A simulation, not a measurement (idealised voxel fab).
Process module name: voxel self aligned vias
It is cross-section cut that appears here, measuring 250 nm in width, its square cells being 5 nm in size.
Format of a cross-section: grid, square cells. Given as bands. Order: top down. Band: one or more rows of cells.
Look at the band entry: it leads with the top's height and the bottom's height in nm. Then it lists the materials left to right, with a width in nm for each. The word "edge to edge" on a single material says that material fills the band edge to edge. The word "air" is empty space.
Heights are expressed relative to 0, this being the level below which the as-received wafer comprises one material exclusively. The lowest band is unbounded in the downward direction and is denoted as in "0 -> down".
Read "30->40" as a graded width: first number on top, second number at the bottom, same change between each pair of neighbouring rows.
"no modification" means the step left every cell of the cross-section as it was.
"Cavities, closed" means: voids of 8 cells or more that are shut off from the top with no open way through. Written width x height at distance, distance from the left edge, in nm.
Step line, after settings: the simulator's comment on this step.
A step line may carry the setting "overlay nm", which, for steps involving a mask, states the distance by which the mask lay to the right of its intended position; negative values denote displacement to the left.
### Process steps (planned)
- 1: RECEIVE with material Si
- 2: CONFORMAL_DEP with material SiO2, thk nm 15
- 3: CONFORMAL_DEP with material SiCN, thk nm 5
- 4: DIRECTIONAL_DEP with material SiO2, thk nm 30
- 5: PATTERN with tone open, mask id LINES, material resist, width nm 30, pitch nm 65, thk nm 15, overlay nm 0
- 6: DIRECTIONAL_ETCH with etch materials SiO2, depth nm 30
- 7: STRIP with etch materials resist
- 8: CONFORMAL_DEP with material TiN, thk nm 5
- 9: FILL_DEP with material Ru, thk nm 5
- 10: CMP with height nm 50
- 11: SELECTIVE_ETCH with etch materials W Ru TiN, depth nm 5
- 12: FILL_DEP with material SiN, thk nm 10
- 13: CMP with height nm 50
- 14: DIRECTIONAL_DEP with material SiO2, thk nm 15
- 15: MASKED_ETCH with tone open, mask id VIAS, width nm 50, pitch nm 65, etch materials SiO2, depth nm 15, overlay nm 0
- 16: MASKED_ETCH with tone open, mask id VIAS, width nm 50, pitch nm 65, etch materials SiN, depth nm 5, overlay nm 0
- 17: CONFORMAL_DEP with material TiN, thk nm 5
- 18: FILL_DEP with material W, thk nm 10
- 19: CMP with height nm 65
- 20: CONFORMAL_DEP with material SiN, thk nm 5
### as received, after step 1
* 0 -> down: Si edge to edge
* Cavities, closed: none
### First of two wafers, end-of-module section, run followed plan
* 70 -> 65: SiN edge to edge
* 65 -> 55: 65 nm SiO2, 5 nm TiN, 40 nm W, 5 nm TiN, 15 nm SiO2, 5 nm TiN, 40 nm W, 5 nm TiN, 70 nm SiO2
* 55 -> 50: 65 nm SiO2, 15 nm TiN, 20 nm W, 15 nm TiN, 15 nm SiO2, 15 nm TiN, 20 nm W, 15 nm TiN, 70 nm SiO2
* 50 -> 45: 75 nm SiO2, 30 nm TiN, 35 nm SiO2, 30 nm TiN, 80 nm SiO2
* 45 -> 25: 75 nm SiO2, 5 nm TiN, 20 nm Ru, 5 nm TiN, 35 nm SiO2, 5 nm TiN, 20 nm Ru, 5 nm TiN, 80 nm SiO2
* 25 -> 20: 75 nm SiO2, 30 nm TiN, 35 nm SiO2, 30 nm TiN, 80 nm SiO2
* 20 -> 15: SiCN edge to edge
* 15 -> 0: SiO2 edge to edge
* 0 -> down: Si edge to edge
* Cavities, closed: none
### The second wafer, shown in cross-section after the module: started the same way as the first and given the same plan, yet one mistake crept into how it was run
* 85 -> 80: SiN edge to edge
* 80 -> 70: W edge to edge
* 70 -> 65: 70 nm TiN, 40 nm W, 25 nm TiN, 40 nm W, 75 nm TiN
* 65 -> 55: 65 nm SiO2, 5 nm TiN, 40 nm W, 5 nm TiN, 15 nm SiO2, 5 nm TiN, 40 nm W, 5 nm TiN, 70 nm SiO2
* 55 -> 50: 65 nm SiO2, 15 nm TiN, 20 nm W, 15 nm TiN, 15 nm SiO2, 15 nm TiN, 20 nm W, 15 nm TiN, 70 nm SiO2
* 50 -> 45: 75 nm SiO2, 30 nm TiN, 35 nm SiO2, 30 nm TiN, 80 nm SiO2
* 45 -> 25: 75 nm SiO2, 5 nm TiN, 20 nm Ru, 5 nm TiN, 35 nm SiO2, 5 nm TiN, 20 nm Ru, 5 nm TiN, 80 nm SiO2
* 25 -> 20: 75 nm SiO2, 30 nm TiN, 35 nm SiO2, 30 nm TiN, 80 nm SiO2
* 20 -> 15: SiCN edge to edge
* 15 -> 0: SiO2 edge to edge
* 0 -> down: Si edge to edge
* Cavities, closed: none
what went wrong: yeah, step 19 of the plan got skipped, never ran
Final comparison by cell count, materials where the second wafer has more or fewer than the first: 34 more of TiN | 116 more of W
